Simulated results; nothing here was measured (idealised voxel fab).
A process module follows: voxel transistor to metal.
Each square cell in cross-section cut measures 5 nm, and the section as a whole is 205 nm wide.
Notation: cross-section as square-cell grid; stated in bands, top first, going down; one or more cell rows per band. Band entry format. Leading values: height of top, height of bottom, nm. Remainder: materials in left-to-right order, each with its width in nm. Special words: "throughout" on a single material, which then fills the band edge to edge; "air", empty space. Basically, 0 is our baseline, since under it the wafer straight out of the box is all one material. The bottom band has no lower end and keeps on going down, so it looks like "z 0 and below". Quick explanation for "30..40": the width changes in equal steps down the rows of cells, from the first number in the band's top row to the second number in its bottom row. Step note "same as before" = no cross-section cell changed. Listed in "Enclosed cavities": every empty space of 8 or more cells without an open way to the top. Form: width x height at distance, the distance being from the left edge, all in nm. Post-settings text on a step line: simulator's own remark regarding the step. The optional step-line setting "overlay nm" applies to steps with a mask and quantifies how far to the right of its planned location the mask lay, a negative value indicating leftward placement. Heads up before you read on: it's before/after pairs around one process step each, after side only down to the lowest band that changed, step plus settings under the pair. Pairs can be from different runs of this module, same starting wafer, so only chain a pair onto the one above if its "State before step" entry says so.
STATE BEFORE STEP
  z 0 and below | Si throughout
  Enclosed cavities: none
AFTER THE STEP
  z 0 to -5 | SiO2 throughout
  Below -5, the layers are the same as they were.
  Enclosed cavities: none
Formally, the process step situated between the two cross-sections above is op OXIDIZE | depth nm 5
State before step: nothing new to draw here, it's the after view of the pair just above.
AFTER THE STEP
  z 15 to 0 | SiN throughout
  Below 0, the layers are the same as they were.
  Enclosed cavities: none
Formally, the process step situated between the two cross-sections above is op CONFORMAL_DEP | material SiN | thk nm 15
State before step: nothing new to draw here, it's the after view of the pair just above.
AFTER THE STEP
  z 25 to 15 | aC throughout
  Below 15, the layers are the same as they were.
  Enclosed cavities: none
Formally, the process step situated between the two cross-sections above is op DIRECTIONAL_DEP | material aC | thk nm 10
State before step: nothing new to draw here, it's the after view of the pair just above.
AFTER THE STEP
  z 55 to 25 | air 50, resist 105, air 50
  Below 25, the layers are the same as they were.
  Enclosed cavities: none
Formally, the process step situated between the two cross-sections above is op PATTERN | tone cover | mask id ACTIVE | material resist | width nm 105 | thk nm 30 | overlay nm 0
State before step: nothing new to draw here, it's the after view of the pair just above.
AFTER THE STEP
  z 45 to 25 | air 50, resist 105, air 50
  z 25 to 15 | air 50, aC 105, air 50
  Below 15, the layers are the same as they were.
  Enclosed cavities: none
Formally, the process step situated between the two cross-sections above is op DIRECTIONAL_ETCH | etch materials aC | depth nm 10
State before step: nothing new to draw here, it's the after view of the pair just above.
AFTER THE STEP
  z 25 to 15 | air 50, aC 105, air 50
  Below 15, the layers are the same as they were.
  Enclosed cavities: none
Formally, the process step situated between the two cross-sections above is op STRIP | etch materials resist
State before step: nothing new to draw here, it's the after view of the pair just above.
AFTER THE STEP
  z 25 to 15 | air 50, aC 105, air 50
  z 15 to 0 | air 50, SiN 105, air 50
  Below 0, the layers are the same as they were.
  Enclosed cavities: none
Formally, the process step situated between the two cross-sections above is op DIRECTIONAL_ETCH | etch materials SiN | depth nm 15
State before step: nothing new to draw here, it's the after view of the pair just above.
AFTER THE STEP
  z 25 to 15 | air 50, aC 105, air 50
  z 15 to 0 | air 50, SiN 105, air 50
  z 0 to -5 | air 50, SiO2 105, air 50
  Below -5, the layers are the same as they were.
  Enclosed cavities: none
Formally, the process step situated between the two cross-sections above is op DIRECTIONAL_ETCH | etch materials SiO2 | depth nm 5
State before step: nothing new to draw here, it's the after view of the pair just above.
AFTER THE STEP
  z 25 to 15 | air 50, aC 105, air 50
  z 15 to 0 | air 50, SiN 105, air 50
  z 0 to -5 | air 50, SiO2 105, air 50
  z -5 to -40 | air 50, Si 105, air 50
  Below -40, the layers are the same as they were.
  Enclosed cavities: none
Formally, the process step situated between the two cross-sections above is op DIRECTIONAL_ETCH | etch materials Si | depth nm 35
State before step: nothing new to draw here, it's the after view of the pair just above.
AFTER THE STEP
  z 15 to 0 | air 50, SiN 105, air 50
  Below 0, the layers are the same as they were.
  Enclosed cavities: none
Formally, the process step situated between the two cross-sections above is op STRIP | etch materials aC
State before step: nothing new to draw here, it's the after view of the pair just above.
AFTER THE STEP
  z 30 to 15 | SiO2 throughout
  z 15 to 0 | SiO2 50, SiN 105, SiO2 50
  z 0 to -5 | SiO2 throughout
  z -5 to -40 | SiO2 50, Si 105, SiO2 50
  Below -40, the layers are the same as they were.
  Enclosed cavities: none
Formally, the process step situated between the two cross-sections above is op FILL_DEP | material SiO2 | thk nm 15
State before step: nothing new to draw here, it's the after view of the pair just above.
AFTER THE STEP
  z 15 to 0 | SiO2 50, SiN 105, SiO2 50
  Below 0, the layers are the same as they were.
  Enclosed cavities: none
Formally, the process step situated between the two cross-sections above is op CMP | height nm 15
State before step: nothing new to draw here, it's the after view of the pair just above.
AFTER THE STEP
  z 15 to 10 | air 50, SiN 105, air 50
  Below 10, the layers are the same as they were.
  Enclosed cavities: none
Formally, the process step situated between the two cross-sections above is op SELECTIVE_ETCH | etch materials SiO2 | depth nm 5
State before step: nothing new to draw here, it's the after view of the pair just above.
AFTER THE STEP
  z 10 to 0 | SiO2 50, air 105, SiO2 50
  Below 0, the layers are the same as they were.
  Enclosed cavities: none
Formally, the process step situated between the two cross-sections above is op STRIP | etch materials SiN
State before step: nothing new to draw here, it's the after view of the pair just above.
AFTER THE STEP
  z 5 to -5 | SiO2 45, air 115, SiO2 45
  Below -5, the layers are the same as they were.
  Enclosed cavities: none
Formally, the process step situated between the two cross-sections above is op SELECTIVE_ETCH | etch materials SiO2 | depth nm 5
State before step: nothing new to draw here, it's the after view of the pair just above.
AFTER THE STEP
  z 5 to -5 | SiO2 45, air 115, SiO2 45
  z -5 to -10 | SiO2 throughout
  Below -10, the layers are the same as they were.
  Enclosed cavities: none
Formally, the process step situated between the two cross-sections above is op OXIDIZE | depth nm 5
State before step: nothing new to draw here, it's the after view of the pair just above.
AFTER THE STEP
  z 30 to 20 | polySi 45, air 115, polySi 45
  z 20 to 5 | polySi throughout
  z 5 to -5 | SiO2 45, polySi 115, SiO2 45
  Below -5, the layers are the same as they were.
  Enclosed cavities: none
Formally, the process step situated between the two cross-sections above is op DIRECTIONAL_DEP | material polySi | thk nm 25
State before step: nothing new to draw here, it's the after view of the pair just above.
AFTER THE STEP
  z 45 to 35 | SiCN 45, air 115, SiCN 45
  z 35 to 30 | SiCN throughout
  z 30 to 20 | polySi 45, SiCN 115, polySi 45
  Below 20, the layers are the same as they were.
  Enclosed cavities: none
Formally, the process step situated between the two cross-sections above is op DIRECTIONAL_DEP | material SiCN | thk nm 15
State before step: nothing new to draw here, it's the after view of the pair just above.
AFTER THE STEP
  z 35 to 30 | air 90, SiCN 25, air 90
  z 30 to 20 | polySi 45, air 45, SiCN 25, air 45, polySi 45
  Below 20, the layers are the same as they were.
  Enclosed cavities: none
Formally, the process step situated between the two cross-sections above is op MASKED_ETCH | tone cover | mask id GATE | width nm 25 | etch materials SiCN | depth nm 25 | overlay nm 0
State before step: nothing new to draw here, it's the after view of the pair just above.
AFTER THE STEP
  z 35 to 20 | air 90, SiCN 25, air 90
  z 20 to 5 | air 90, polySi 25, air 90
  z 5 to -5 | SiO2 45, air 45, polySi 25, air 45, SiO2 45
  Below -5, the layers are the same as they were.
  Enclosed cavities: none
Formally, the process step situated between the two cross-sections above is op MASKED_ETCH | tone cover | mask id GATE | width nm 25 | etch materials polySi | depth nm 35 | overlay nm 0
State before step: nothing new to draw here, it's the after view of the pair just above.
AFTER THE STEP
  z 40 to 35 | air 85, SiN 35, air 85
  z 35 to 20 | air 85, SiN 5, SiCN 25, SiN 5, air 85
  z 20 to 10 | air 85, SiN 5, polySi 25, SiN 5, air 85
  z 10 to 5 | SiN 50, air 35, SiN 5, polySi 25, SiN 5, air 35, SiN 50
  z 5 to 0 | SiO2 45, SiN 5, air 35, SiN 5, polySi 25, SiN 5, air 35, SiN 5, SiO2 45
  z 0 to -5 | SiO2 45, SiN 45, polySi 25, SiN 45, SiO2 45
  Below -5, the layers are the same as they were.
  Enclosed cavities: none
Formally, the process step situated between the two cross-sections above is op CONFORMAL_DEP | material SiN | thk nm 5
State before step: nothing new to draw here, it's the after view of the pair just above.
AFTER THE STEP
  z 35 to 20 | air 85, SiN 5, SiCN 25, SiN 5, air 85
  z 20 to 5 | air 85, SiN 5, polySi 25, SiN 5, air 85
  z 5 to -5 | SiO2 45, SiN 5, air 35, SiN 5, polySi 25, SiN 5, air 35, SiN 5, SiO2 45
  Below -5, the layers are the same as they were.
  Enclosed cavities: none
Formally, the process step situated between the two cross-sections above is op DIRECTIONAL_ETCH | etch materials SiN | depth nm 5
State before step: nothing new to draw here, it's the after view of the pair just above.
AFTER THE STEP
  z 35 to 20 | air 85, SiN 5, SiCN 25, SiN 5, air 85
  z 20 to 5 | air 85, SiN 5, polySi 25, SiN 5, air 85
  z 5 to 0 | air 45, SiN 5, air 35, SiN 5, polySi 25, SiN 5, air 35, SiN 5, air 45
  z 0 to -5 | SiO2 45, SiN 5, air 35, SiN 5, polySi 25, SiN 5, air 35, SiN 5, SiO2 45
  z -5 to -10 | SiO2 50, air 35, SiO2 35, air 35, SiO2 50
  Below -10, the layers are the same as they were.
  Enclosed cavities: none
Formally, the process step situated between the two cross-sections above is op DIRECTIONAL_ETCH | etch materials SiO2 | depth nm 5
State before step: nothing new to draw here, it's the after view of the pair just above.
AFTER THE STEP
  z 35 to 20 | air 85, SiN 5, SiCN 25, SiN 5, air 85
  z 20 to 5 | air 85, SiN 5, polySi 25, SiN 5, air 85
  z 5 to 0 | air 45, SiN 5, air 35, SiN 5, polySi 25, SiN 5, air 35, SiN 5, air 45
  z 0 to -5 | SiO2 45, SiN 5, air 35, SiN 5, polySi 25, SiN 5, air 35, SiN 5, SiO2 45
  z -5 to -10 | SiO2 50, SiGe 35, SiO2 35, SiGe 35, SiO2 50
  Below -10, the layers are the same as they were.
  Enclosed cavities: none
Formally, the process step situated between the two cross-sections above is op EPI | material SiGe | thk nm 5
State before step: nothing new to draw here, it's the after view of the pair just above.
AFTER THE STEP
  z 40 to 35 | SiO2 throughout
  z 35 to 20 | SiO2 85, SiN 5, SiCN 25, SiN 5, SiO2 85
  z 20 to 5 | SiO2 85, SiN 5, polySi 25, SiN 5, SiO2 85
  z 5 to -5 | SiO2 45, SiN 5, SiO2 35, SiN 5, polySi 25, SiN 5, SiO2 35, SiN 5, SiO2 45
  Below -5, the layers are the same as they were.
  Enclosed cavities: none
Formally, the process step situated between the two cross-sections above is op FILL_DEP | material SiO2 | thk nm 5
State before step: nothing new to draw here, it's the after view of the pair just above.
AFTER THE STEP
  z 35 to 20 | SiO2 85, SiN 5, SiCN 25, SiN 5, SiO2 85
  Below 20, the layers are the same as they were.
  Enclosed cavities: none
Formally, the process step situated between the two cross-sections above is op CMP | height nm 35
State before step: nothing new to draw here, it's the after view of the pair just above.
AFTER THE STEP
  z 45 to 35 | SiO2 throughout
  Below 35, the layers are the same as they were.
  Enclosed cavities: none
Formally, the process step situated between the two cross-sections above is op DIRECTIONAL_DEP | material SiO2 | thk nm 10
State before step: nothing new to draw here, it's the after view of the pair just above.
AFTER THE STEP
  z 45 to 35 | SiO2 55, air 30, SiO2 35, air 30, SiO2 55
  z 35 to 20 | SiO2 55, air 30, SiN 5, SiCN 25, SiN 5, air 30, SiO2 55
  z 20 to 5 | SiO2 55, air 30, SiN 5, polySi 25, SiN 5, air 30, SiO2 55
  z 5 to -5 | SiO2 45, SiN 5, SiO2 5, air 30, SiN 5, polySi 25, SiN 5, air 30, SiO2 5, SiN 5, SiO2 45
  Below -5, the layers are the same as they were.
  Enclosed cavities: none
Formally, the process step situated between the two cross-sections above is op MASKED_ETCH | tone open | mask id CONTACT | width nm 30 | pitch nm 65 | etch materials SiO2 | depth nm 50 | overlay nm 0
State before step: nothing new to draw here, it's the after view of the pair just above.
AFTER THE STEP
  z 50 to 45 | TiN 60, air 20, TiN 45, air 20, TiN 60
  z 45 to 35 | SiO2 55, TiN 5, air 20, TiN 5, SiO2 35, TiN 5, air 20, TiN 5, SiO2 55
  z 35 to 20 | SiO2 55, TiN 5, air 20, TiN 5, SiN 5, SiCN 25, SiN 5, TiN 5, air 20, TiN 5, SiO2 55
  z 20 to 5 | SiO2 55, TiN 5, air 20, TiN 5, SiN 5, polySi 25, SiN 5, TiN 5, air 20, TiN 5, SiO2 55
  z 5 to 0 | SiO2 45, SiN 5, SiO2 5, TiN 5, air 20, TiN 5, SiN 5, polySi 25, SiN 5, TiN 5, air 20, TiN 5, SiO2 5, SiN 5, SiO2 45
  z 0 to -5 | SiO2 45, SiN 5, SiO2 5, TiN 30, SiN 5, polySi 25, SiN 5, TiN 30, SiO2 5, SiN 5, SiO2 45
  Below -5, the layers are the same as they were.
  Enclosed cavities: none
Formally, the process step situated between the two cross-sections above is op CONFORMAL_DEP | material TiN | thk nm 5
State before step: nothing new to draw here, it's the after view of the pair just above.
AFTER THE STEP
  z 55 to 50 | W throughout
  z 50 to 45 | TiN 60, W 20, TiN 45, W 20, TiN 60
  z 45 to 35 | SiO2 55, TiN 5, W 20, TiN 5, SiO2 35, TiN 5, W 20, TiN 5, SiO2 55
  z 35 to 20 | SiO2 55, TiN 5, W 20, TiN 5, SiN 5, SiCN 25, SiN 5, TiN 5, W 20, TiN 5, SiO2 55
  z 20 to 5 | SiO2 55, TiN 5, W 20, TiN 5, SiN 5, polySi 25, SiN 5, TiN 5, W 20, TiN 5, SiO2 55
  z 5 to 0 | SiO2 45, SiN 5, SiO2 5, TiN 5, W 20, TiN 5, SiN 5, polySi 25, SiN 5, TiN 5, W 20, TiN 5, SiO2 5, SiN 5, SiO2 45
  Below 0, the layers are the same as they were.
  Enclosed cavities: none
Formally, the process step situated between the two cross-sections above is op FILL_DEP | material W | thk nm 5
State before step: nothing new to draw here, it's the after view of the pair just above.
AFTER THE STEP
  z 45 to 35 | SiO2 55, TiN 5, W 20, TiN 5, SiO2 35, TiN 5, W 20, TiN 5, SiO2 55
  Below 35, the layers are the same as they were.
  Enclosed cavities: none
Formally, the process step situated between the two cross-sections above is op CMP | height nm 45
State before step: nothing new to draw here, it's the after view of the pair just above.
AFTER THE STEP
  z 50 to 45 | TiN throughout
  Below 45, the layers are the same as they were.
  Enclosed cavities: none
Formally, the process step situated between the two cross-sections above is op DIRECTIONAL_DEP | material TiN | thk nm 5
State before step: nothing new to draw here, it's the after view of the pair just above.
AFTER THE STEP
  z 75 to 50 | W throughout
  Below 50, the layers are the same as they were.
  Enclosed cavities: none
Formally, the process step situated between the two cross-sections above is op DIRECTIONAL_DEP | material W | thk nm 25
State before step: nothing new to draw here, it's the after view of the pair just above.
AFTER THE STEP
  z 75 to 50 | air 55, W 15, air 65, W 15, air 55
  Below 50, the layers are the same as they were.
  Enclosed cavities: none
Formally, the process step situated between the two cross-sections above is op MASKED_ETCH | tone cover | mask id METAL_1 | width nm 15 | pitch nm 80 | etch materials W | depth nm 25 | overlay nm 0
State before step: nothing new to draw here, it's the after view of the pair just above.
AFTER THE STEP
  z 75 to 50 | air 55, W 15, air 65, W 15, air 55
  z 50 to 45 | air 55, TiN 15, air 65, TiN 15, air 55
  Below 45, the layers are the same as they were.
  Enclosed cavities: none
Formally, the process step situated between the two cross-sections above is op MASKED_ETCH | tone cover | mask id METAL_1 | width nm 15 | pitch nm 80 | etch materials TiN | depth nm 5 | overlay nm 0
State before step: nothing new to draw here, it's the after view of the pair just above.
AFTER THE STEP
  z 80 to 75 | lowk throughout
  z 75 to 50 | lowk 55, W 15, lowk 65, W 15, lowk 55
  z 50 to 45 | lowk 55, TiN 15, lowk 65, TiN 15, lowk 55
  Below 45, the layers are the same as they were.
  Enclosed cavities: none
Formally, the process step situated between the two cross-sections above is op FILL_DEP | material lowk | thk nm 5
State before step: nothing new to draw here, it's the after view of the pair just above.
AFTER THE STEP
  z 75 to 50 | lowk 55, W 15, lowk 65, W 15, lowk 55
  Below 50, the layers are the same as they were.
  Enclosed cavities: none
Formally, the process step situated between the two cross-sections above is op CMP | height nm 75
State before step: nothing new to draw here, it's the after view of the pair just above.
AFTER THE STEP
  z 80 to 75 | SiCN throughout
  Below 75, the layers are the same as they were.
  Enclosed cavities: none
Formally, the process step situated between the two cross-sections above is op CONFORMAL_DEP | material SiCN | thk nm 5
State before step: nothing new to draw here, it's the after view of the pair just above.
AFTER THE STEP
  z 105 to 80 | lowk throughout
  Below 80, the layers are the same as they were.
  Enclosed cavities: none
Formally, the process step situated between the two cross-sections above is op DIRECTIONAL_DEP | material lowk | thk nm 25
State before step: nothing new to draw here, it's the after view of the pair just above.
AFTER THE STEP
  z 120 to 105 | aC throughout
  Below 105, the layers are the same as they were.
  Enclosed cavities: none
Formally, the process step situated between the two cross-sections above is op DIRECTIONAL_DEP | material aC | thk nm 15
State before step: nothing new to draw here, it's the after view of the pair just above.
AFTER THE STEP
  z 150 to 120 | resist 55, air 15, resist 65, air 15, resist 55
  Below 120, the layers are the same as they were.
  Enclosed cavities: none
Formally, the process step situated between the two cross-sections above is op PATTERN | tone open | mask id METAL_2 | material resist | width nm 15 | pitch nm 80 | thk nm 30 | overlay nm 0
State before step: nothing new to draw here, it's the after view of the pair just above.
AFTER THE STEP
  z 135 to 120 | resist 55, air 15, resist 65, air 15, resist 55
  z 120 to 105 | aC 55, air 15, aC 65, air 15, aC 55
  Below 105, the layers are the same as they were.
  Enclosed cavities: none
Formally, the process step situated between the two cross-sections above is op DIRECTIONAL_ETCH | etch materials aC | depth nm 15
State before step: nothing new to draw here, it's the after view of the pair just above.
AFTER THE STEP
  z 120 to 105 | aC 55, air 15, aC 65, air 15, aC 55
  Below 105, the layers are the same as they were.
  Enclosed cavities: none
Formally, the process step situated between the two cross-sections above is op STRIP | etch materials resist
State before step: nothing new to draw here, it's the after view of the pair just above.
AFTER THE STEP
  z 120 to 105 | aC 55, air 15, aC 65, air 15, aC 55
  z 105 to 90 | lowk 55, air 15, lowk 65, air 15, lowk 55
  Below 90, the layers are the same as they were.
  Enclosed cavities: none
Formally, the process step situated between the two cross-sections above is op DIRECTIONAL_ETCH | etch materials lowk | depth nm 15
State before step: nothing new to draw here, it's the after view of the pair just above.
AFTER THE STEP
  z 105 to 90 | lowk 55, air 15, lowk 65, air 15, lowk 55
  Below 90, the layers are the same as they were.
  Enclosed cavities: none
Formally, the process step situated between the two cross-sections above is op STRIP | etch materials aC
State before step: nothing new to draw here, it's the after view of the pair just above.
AFTER THE STEP
  z 115 to 105 | aC 55, air 15, aC 65, air 15, aC 55
  z 105 to 100 | lowk 55, air 15, lowk 65, air 15, lowk 55
  z 100 to 90 | lowk 55, aC 15, lowk 65, aC 15, lowk 55
  Below 90, the layers are the same as they were.
  Enclosed cavities: none
Formally, the process step situated between the two cross-sections above is op DIRECTIONAL_DEP | material aC | thk nm 10
State before step: nothing new to draw here, it's the after view of the pair just above.
AFTER THE STEP
  z 145 to 115 | resist 55, air 15, resist 65, air 15, resist 55
  Below 115, the layers are the same as they were.
  Enclosed cavities: none
Formally, the process step situated between the two cross-sections above is op PATTERN | tone open | mask id METAL_2_HOLES | material resist | width nm 15 | pitch nm 80 | thk nm 30 | overlay nm 0
State before step: nothing new to draw here, it's the after view of the pair just above.
AFTER THE STEP
  z 135 to 115 | resist 55, air 15, resist 65, air 15, resist 55
  z 115 to 105 | aC 55, air 15, aC 65, air 15, aC 55
  z 105 to 90 | lowk 55, air 15, lowk 65, air 15, lowk 55
  Below 90, the layers are the same as they were.
  Enclosed cavities: none
Formally, the process step situated between the two cross-sections above is op DIRECTIONAL_ETCH | etch materials aC | depth nm 10
State before step: nothing new to draw here, it's the after view of the pair just above.
AFTER THE STEP
  z 115 to 105 | aC 55, air 15, aC 65, air 15, aC 55
  Below 105, the layers are the same as they were.
  Enclosed cavities: none
Formally, the process step situated between the two cross-sections above is op STRIP | etch materials resist
State before step: nothing new to draw here, it's the after view of the pair just above.
AFTER THE STEP
  z 115 to 105 | aC 55, air 15, aC 65, air 15, aC 55
  z 105 to 80 | lowk 55, air 15, lowk 65, air 15, lowk 55
  Below 80, the layers are the same as they were.
  Enclosed cavities: none
Formally, the process step situated between the two cross-sections above is op DIRECTIONAL_ETCH | etch materials lowk | depth nm 10
State before step: nothing new to draw here, it's the after view of the pair just above.
AFTER THE STEP
  z 115 to 105 | aC 55, air 15, aC 65, air 15, aC 55
  z 105 to 80 | lowk 55, air 15, lowk 65, air 15, lowk 55
  z 80 to 75 | SiCN 55, air 15, SiCN 65, air 15, SiCN 55
  Below 75, the layers are the same as they were.
  Enclosed cavities: none
Formally, the process step situated between the two cross-sections above is op DIRECTIONAL_ETCH | etch materials SiCN | depth nm 5
State before step: nothing new to draw here, it's the after view of the pair just above.
AFTER THE STEP
  z 105 to 80 | lowk 55, air 15, lowk 65, air 15, lowk 55
  Below 80, the layers are the same as they were.
  Enclosed cavities: none
Formally, the process step situated between the two cross-sections above is op STRIP | etch materials aC
State before step: nothing new to draw here, it's the after view of the pair just above.
AFTER THE STEP
  z 110 to 105 | TiN 60, air 5, TiN 75, air 5, TiN 60
  z 105 to 80 | lowk 55, TiN 5, air 5, TiN 5, lowk 65, TiN 5, air 5, TiN 5, lowk 55
  z 80 to 75 | SiCN 55, TiN 15, SiCN 65, TiN 15, SiCN 55
  Below 75, the layers are the same as they were.
  Enclosed cavities: none
Formally, the process step situated between the two cross-sections above is op CONFORMAL_DEP | material TiN | thk nm 5
State before step: nothing new to draw here, it's the after view of the pair just above.
AFTER THE STEP
  z 115 to 110 | Cu throughout
  z 110 to 105 | TiN 60, Cu 5, TiN 75, Cu 5, TiN 60
  z 105 to 80 | lowk 55, TiN 5, Cu 5, TiN 5, lowk 65, TiN 5, Cu 5, TiN 5, lowk 55
  Below 80, the layers are the same as they were.
  Enclosed cavities: none
Formally, the process step situated between the two cross-sections above is op FILL_DEP | material Cu | thk nm 5
State before step: nothing new to draw here, it's the after view of the pair just above.
AFTER THE STEP
  z 105 to 80 | lowk 55, TiN 5, Cu 5, TiN 5, lowk 65, TiN 5, Cu 5, TiN 5, lowk 55
  Below 80, the layers are the same as they were.
  Enclosed cavities: none
Formally, the process step situated between the two cross-sections above is op CMP | height nm 105
State before step: nothing new to draw here, it's the after view of the pair just above.
AFTER THE STEP
  z 110 to 105 | SiCN throughout
  Below 105, the layers are the same as they were.
  Enclosed cavities: none
Formally, the process step situated between the two cross-sections above is op CONFORMAL_DEP | material SiCN | thk nm 5
STATE BEFORE STEP
  z 30 to 15 | SiO2 throughout
  z 15 to 0 | SiO2 50, SiN 105, SiO2 50
  z 0 to -5 | SiO2 throughout
  z -5 to -40 | SiO2 50, Si 105, SiO2 50
  z -40 and below | Si throughout
  Enclosed cavities: none
AFTER THE STEP
  z 25 to 15 | SiO2 throughout
  Below 15, the layers are the same as they were.
  Enclosed cavities: none
Formally, the process step situated between the two cross-sections above is op SELECTIVE_ETCH | etch materials SiO2 | depth nm 5
State before step: nothing new to draw here, it's the after view of the pair just above.
AFTER THE STEP
  z 20 to 15 | SiO2 throughout
  Below 15, the layers are the same as they were.
  Enclosed cavities: none
Formally, the process step situated between the two cross-sections above is op SELECTIVE_ETCH | etch materials SiO2 | depth nm 5
State before step: nothing new to draw here, it's the after view of the pair just above.
AFTER THE STEP
  z 45 to 20 | polySi throughout
  Below 20, the layers are the same as they were.
  Enclosed cavities: none
Formally, the process step situated between the two cross-sections above is op DIRECTIONAL_DEP | material polySi | thk nm 25
State before step: nothing new to draw here, it's the after view of the pair just above.
AFTER THE STEP
  z 60 to 45 | SiCN throughout
  Below 45, the layers are the same as they were.
  Enclosed cavities: none
Formally, the process step situated between the two cross-sections above is op DIRECTIONAL_DEP | material SiCN | thk nm 15
State before step: nothing new to draw here, it's the after view of the pair just above.
AFTER THE STEP
  z 60 to 45 | air 90, SiCN 25, air 90
  Below 45, the layers are the same as they were.
  Enclosed cavities: none
Formally, the process step situated between the two cross-sections above is op MASKED_ETCH | tone cover | mask id GATE | width nm 25 | etch materials SiCN | depth nm 25 | overlay nm 0
State before step: nothing new to draw here, it's the after view of the pair just above.
AFTER THE STEP
  z 60 to 45 | air 90, SiCN 25, air 90
  z 45 to 20 | air 90, polySi 25, air 90
  Below 20, the layers are the same as they were.
  Enclosed cavities: none
Formally, the process step situated between the two cross-sections above is op MASKED_ETCH | tone cover | mask id GATE | width nm 25 | etch materials polySi | depth nm 35 | overlay nm 0
State before step: nothing new to draw here, it's the after view of the pair just above.
AFTER THE STEP
  z 65 to 60 | air 85, SiN 35, air 85
  z 60 to 45 | air 85, SiN 5, SiCN 25, SiN 5, air 85
  z 45 to 25 | air 85, SiN 5, polySi 25, SiN 5, air 85
  z 25 to 20 | SiN 90, polySi 25, SiN 90
  Below 20, the layers are the same as they were.
  Enclosed cavities: none
Formally, the process step situated between the two cross-sections above is op CONFORMAL_DEP | material SiN | thk nm 5
State before step: nothing new to draw here, it's the after view of the pair just above.
AFTER THE STEP
  z 60 to 45 | air 85, SiN 5, SiCN 25, SiN 5, air 85
  z 45 to 20 | air 85, SiN 5, polySi 25, SiN 5, air 85
  Below 20, the layers are the same as they were.
  Enclosed cavities: none
Formally, the process step situated between the two cross-sections above is op DIRECTIONAL_ETCH | etch materials SiN | depth nm 5
State before step: nothing new to draw here, it's the after view of the pair just above.
AFTER THE STEP
  z 60 to 45 | air 85, SiN 5, SiCN 25, SiN 5, air 85
  z 45 to 20 | air 85, SiN 5, polySi 25, SiN 5, air 85
  z 20 to 15 | air 85, SiO2 35, air 85
  Below 15, the layers are the same as they were.
  Enclosed cavities: none
Formally, the process step situated between the two cross-sections above is op DIRECTIONAL_ETCH | etch materials SiO2 | depth nm 5
State before step: nothing new to draw here, it's the after view of the pair just above.
AFTER THE STEP
  z 65 to 60 | SiO2 throughout
  z 60 to 45 | SiO2 85, SiN 5, SiCN 25, SiN 5, SiO2 85
  z 45 to 20 | SiO2 85, SiN 5, polySi 25, SiN 5, SiO2 85
  z 20 to 15 | SiO2 throughout
  Below 15, the layers are the same as they were.
  Enclosed cavities: none
Formally, the process step situated between the two cross-sections above is op FILL_DEP | material SiO2 | thk nm 5
State before step: nothing new to draw here, it's the after view of the pair just above.
AFTER THE STEP
  z 35 to 20 | SiO2 85, SiN 5, polySi 25, SiN 5, SiO2 85
  Below 20, the layers are the same as they were.
  Enclosed cavities: none
Formally, the process step situated between the two cross-sections above is op CMP | height nm 35
State before step: nothing new to draw here, it's the after view of the pair just above.
AFTER THE STEP
  z 45 to 35 | SiO2 throughout
  Below 35, the layers are the same as they were.
  Enclosed cavities: none
Formally, the process step situated between the two cross-sections above is op DIRECTIONAL_DEP | material SiO2 | thk nm 10
State before step: nothing new to draw here, it's the after view of the pair just above.
AFTER THE STEP
  z 45 to 35 | SiO2 55, air 30, SiO2 35, air 30, SiO2 55
  z 35 to 20 | SiO2 55, air 30, SiN 5, polySi 25, SiN 5, air 30, SiO2 55
  z 20 to 15 | SiO2 55, air 30, SiO2 35, air 30, SiO2 55
  Below 15, the layers are the same as they were.
  Enclosed cavities: none
Formally, the process step situated between the two cross-sections above is op MASKED_ETCH | tone open | mask id CONTACT | width nm 30 | pitch nm 65 | etch materials SiO2 | depth nm 50 | overlay nm 0
State before step: nothing new to draw here, it's the after view of the pair just above.
AFTER THE STEP
  z 50 to 45 | TiN 60, air 20, TiN 45, air 20, TiN 60
  z 45 to 35 | SiO2 55, TiN 5, air 20, TiN 5, SiO2 35, TiN 5, air 20, TiN 5, SiO2 55
  z 35 to 20 | SiO2 55, TiN 5, air 20, TiN 5, SiN 5, polySi 25, SiN 5, TiN 5, air 20, TiN 5, SiO2 55
  z 20 to 15 | SiO2 55, TiN 30, SiO2 35, TiN 30, SiO2 55
  Below 15, the layers are the same as they were.
  Enclosed cavities: none
Formally, the process step situated between the two cross-sections above is op CONFORMAL_DEP | material TiN | thk nm 5
State before step: nothing new to draw here, it's the after view of the pair just above.
AFTER THE STEP
  z 55 to 50 | W throughout
  z 50 to 45 | TiN 60, W 20, TiN 45, W 20, TiN 60
  z 45 to 35 | SiO2 55, TiN 5, W 20, TiN 5, SiO2 35, TiN 5, W 20, TiN 5, SiO2 55
  z 35 to 20 | SiO2 55, TiN 5, W 20, TiN 5, SiN 5, polySi 25, SiN 5, TiN 5, W 20, TiN 5, SiO2 55
  Below 20, the layers are the same as they were.
  Enclosed cavities: none
Formally, the process step situated between the two cross-sections above is op FILL_DEP | material W | thk nm 5
State before step: nothing new to draw here, it's the after view of the pair just above.
AFTER THE STEP
  z 45 to 35 | SiO2 55, TiN 5, W 20, TiN 5, SiO2 35, TiN 5, W 20, TiN 5, SiO2 55
  Below 35, the layers are the same as they were.
  Enclosed cavities: none
Formally, the process step situated between the two cross-sections above is op CMP | height nm 45
State before step: nothing new to draw here, it's the after view of the pair just above.
AFTER THE STEP
  z 50 to 45 | TiN throughout
  Below 45, the layers are the same as they were.
  Enclosed cavities: none
Formally, the process step situated between the two cross-sections above is op DIRECTIONAL_DEP | material TiN | thk nm 5
State before step: nothing new to draw here, it's the after view of the pair just above.
AFTER THE STEP
  z 75 to 50 | W throughout
  Below 50, the layers are the same as they were.
  Enclosed cavities: none
Formally, the process step situated between the two cross-sections above is op DIRECTIONAL_DEP | material W | thk nm 25
State before step: nothing new to draw here, it's the after view of the pair just above.
AFTER THE STEP
  z 75 to 50 | air 55, W 15, air 65, W 15, air 55
  Below 50, the layers are the same as they were.
  Enclosed cavities: none
Formally, the process step situated between the two cross-sections above is op MASKED_ETCH | tone cover | mask id METAL_1 | width nm 15 | pitch nm 80 | etch materials W | depth nm 25 | overlay nm 0
State before step: nothing new to draw here, it's the after view of the pair just above.
AFTER THE STEP
  z 75 to 50 | air 55, W 15, air 65, W 15, air 55
  z 50 to 45 | air 55, TiN 15, air 65, TiN 15, air 55
  Below 45, the layers are the same as they were.
  Enclosed cavities: none
Formally, the process step situated between the two cross-sections above is op MASKED_ETCH | tone cover | mask id METAL_1 | width nm 15 | pitch nm 80 | etch materials TiN | depth nm 5 | overlay nm 0
